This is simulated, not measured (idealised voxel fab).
Process module under the name voxel transistor to metal
160 nm wide, 5 nm square cells: that's cross-section cut.
In this document a cross-section is written as a grid of square cells. It is given as a series of bands, listed from the top down, and a band is one or more rows of cells. Read a band's entry like this: the first values are the height of its top and the height of its bottom in nm, and what follows is the sequence of materials from left to right, each with its width in nm. Note that "air" is empty space, and that a single material marked "throughout" reaches across the band from edge to edge. Height 0 is the level under which the wafer as received is all one material. The lowest band goes on downwards, as in "top 0, no bottom". Think of "30..40" as a width that walks from the first number to the second as you go down the band, top row to bottom row, taking equal-sized steps from row to row. Step marked "all unchanged"? Then no cell in the cross-section changed in it. Enclosed voids (no open way to top), threshold 8 cells or more, entry "Enclosed internal voids", notation width x height at distance, distance from left edge, nm. That trailing text on a step's line, after the settings, is the simulator's own remark on the step. Steps that use a mask can have "overlay nm" on their line. It says how far the mask sat to the right of where it was meant to be. Negative means to the left.

STEPS IN THE PROCESS PLAN
1,RECEIVE: material Si
2,CONFORMAL_DEP: material SiO2, thk nm 5
3,CONFORMAL_DEP: material SiN, thk nm 10
4,MASKED_ETCH: tone cover, mask id ACTIVE, width nm 125, etch materials SiN, depth nm 10, overlay nm 0
5,MASKED_ETCH: tone cover, mask id ACTIVE, width nm 125, etch materials SiO2, depth nm 5, overlay nm 0
6,MASKED_ETCH: tone cover, mask id ACTIVE, width nm 125, etch materials Si, depth nm 20, overlay nm 0
7,OXIDIZE: depth nm 5
8,FILL_DEP: material SiO2, thk nm 5
9,CMP: height nm 15
10,SELECTIVE_ETCH: etch materials SiO2, depth nm 10
11,STRIP: etch materials SiN
12,SELECTIVE_ETCH: etch materials SiO2, depth nm 5
13,OXIDIZE: depth nm 5
14,DIRECTIONAL_DEP: material polySi, thk nm 25
15,DIRECTIONAL_DEP: material SiCN, thk nm 15
16,PATTERN: tone cover, mask id GATE, material resist, width nm 35, thk nm 15, overlay nm 0
17,DIRECTIONAL_ETCH: etch materials SiCN, depth nm 25
18,DIRECTIONAL_ETCH: etch materials polySi, depth nm 35
19,STRIP: etch materials resist
20,CONFORMAL_DEP: material SiO2, thk nm 5
21,DIRECTIONAL_ETCH: etch materials SiO2, depth nm 5
22,CONFORMAL_DEP: material SiN, thk nm 10
23,DIRECTIONAL_ETCH: etch materials SiN, depth nm 10
24,DIRECTIONAL_ETCH: etch materials SiO2, depth nm 5
25,EPI: material SiGe, thk nm 5
26,FILL_DEP: material SiO2, thk nm 5
27,CMP: height nm 25
28,STRIP: etch materials polySi
29,SELECTIVE_ETCH: etch materials SiO2, depth nm 5
30,CONFORMAL_DEP: material HfO2, thk nm 5
31,CONFORMAL_DEP: material TiN, thk nm 5
32,FILL_DEP: material W, thk nm 10
33,CMP: height nm 20
34,DIRECTIONAL_DEP: material SiO2, thk nm 15
35,MASKED_ETCH: tone open, mask id CONTACT, width nm 20, pitch nm 85, etch materials SiO2, depth nm 35, overlay nm 0
36,CONFORMAL_DEP: material TiN, thk nm 5
37,FILL_DEP: material Ru, thk nm 5
38,CMP: height nm 35
39,CONFORMAL_DEP: material SiCN, thk nm 5
40,DIRECTIONAL_DEP: material SiO2, thk nm 20
41,DIRECTIONAL_DEP: material aC, thk nm 10
42,PATTERN: tone open, mask id METAL_1, material resist, width nm 20, pitch nm 85, thk nm 25, overlay nm 0
43,DIRECTIONAL_ETCH: etch materials aC, depth nm 10
44,STRIP: etch materials resist
45,DIRECTIONAL_ETCH: etch materials SiO2, depth nm 20
46,DIRECTIONAL_ETCH: etch materials SiCN, depth nm 5
47,STRIP: etch materials aC
48,CONFORMAL_DEP: material TiN, thk nm 5
49,FILL_DEP: material Cu, thk nm 5
50,CMP: height nm 60
51,CONFORMAL_DEP: material SiCN, thk nm 5
52,DIRECTIONAL_DEP: material lowk, thk nm 25
53,PATTERN: tone open, mask id METAL_2, material resist, width nm 20, pitch nm 85, thk nm 20, overlay nm 0
54,DIRECTIONAL_ETCH: etch materials lowk, depth nm 15
55,STRIP: etch materials resist
56,MASKED_ETCH: tone open, mask id METAL_2_HOLES, width nm 15, pitch nm 85, etch materials lowk, depth nm 10, overlay nm 0
57,MASKED_ETCH: tone open, mask id METAL_2_HOLES, width nm 15, pitch nm 85, etch materials SiCN, depth nm 5, overlay nm 0
58,CONFORMAL_DEP: material TiN, thk nm 5
59,FILL_DEP: material Cu, thk nm 10
60,CMP: height nm 90
61,CONFORMAL_DEP: material SiN, thk nm 5

AS RECEIVED, AFTER STEP 1
- top 0, no bottom = Si throughout
- Enclosed internal voids: none

THE FOLLOWING CROSS-SECTION DEPICTS THE WAFER UPON CONCLUSION OF THE MODULE. PROCESSING COMMENCED FROM THE STARTING CONDITION ILLUSTRATED ABOVE AND ADHERED TO THE PLAN ILLUSTRATED ABOVE, SAVE FOR ONE MISTAKE IN EXECUTION
- top 95, bottom 90 = SiN throughout
- top 90, bottom 80 = 25 nm lowk | 5 nm TiN | 10 nm Cu | 5 nm TiN | 65 nm lowk | 5 nm TiN | 10 nm Cu | 5 nm TiN | 30 nm lowk
- top 80, bottom 75 = 25 nm lowk | 5 nm TiN | 5 nm Cu | 10 nm TiN | 65 nm lowk | 5 nm TiN | 5 nm Cu | 10 nm TiN | 30 nm lowk
- top 75, bottom 65 = 25 nm lowk | 5 nm TiN | 5 nm Cu | 5 nm TiN | 70 nm lowk | 5 nm TiN | 5 nm Cu | 5 nm TiN | 35 nm lowk
- top 65, bottom 60 = 25 nm SiCN | 15 nm TiN | 70 nm SiCN | 15 nm TiN | 35 nm SiCN
- top 60, bottom 40 = 25 nm SiO2 | 5 nm TiN | 10 nm Cu | 5 nm TiN | 65 nm SiO2 | 5 nm TiN | 10 nm Cu | 5 nm TiN | 30 nm SiO2
- top 40, bottom 35 = 25 nm SiCN | 20 nm TiN | 65 nm SiCN | 20 nm TiN | 30 nm SiCN
- top 35, bottom 20 = 25 nm SiO2 | 5 nm TiN | 10 nm Ru | 5 nm TiN | 65 nm SiO2 | 5 nm TiN | 10 nm Ru | 5 nm TiN | 30 nm SiO2
- top 20, bottom 5 = 25 nm SiO2 | 5 nm TiN | 10 nm Ru | 5 nm TiN | 10 nm SiN | 5 nm HfO2 | 5 nm TiN | 25 nm W | 5 nm TiN | 5 nm HfO2 | 10 nm SiN | 5 nm TiN | 10 nm Ru | 5 nm TiN | 30 nm SiO2
- top 5, bottom 0 = 25 nm SiO2 | 20 nm TiN | 10 nm SiN | 5 nm HfO2 | 35 nm TiN | 5 nm HfO2 | 10 nm SiN | 20 nm TiN | 30 nm SiO2
- top 0, bottom -5 = 15 nm SiO2 | 30 nm SiGe | 10 nm SiO2 | 45 nm HfO2 | 10 nm SiO2 | 30 nm SiGe | 20 nm SiO2
- top -5, bottom -45 = 20 nm SiO2 | 115 nm Si | 25 nm SiO2
- top -45, no bottom = Si throughout
- Enclosed internal voids: none
What broke from the plan during processing? step 6 from the plan got run twice
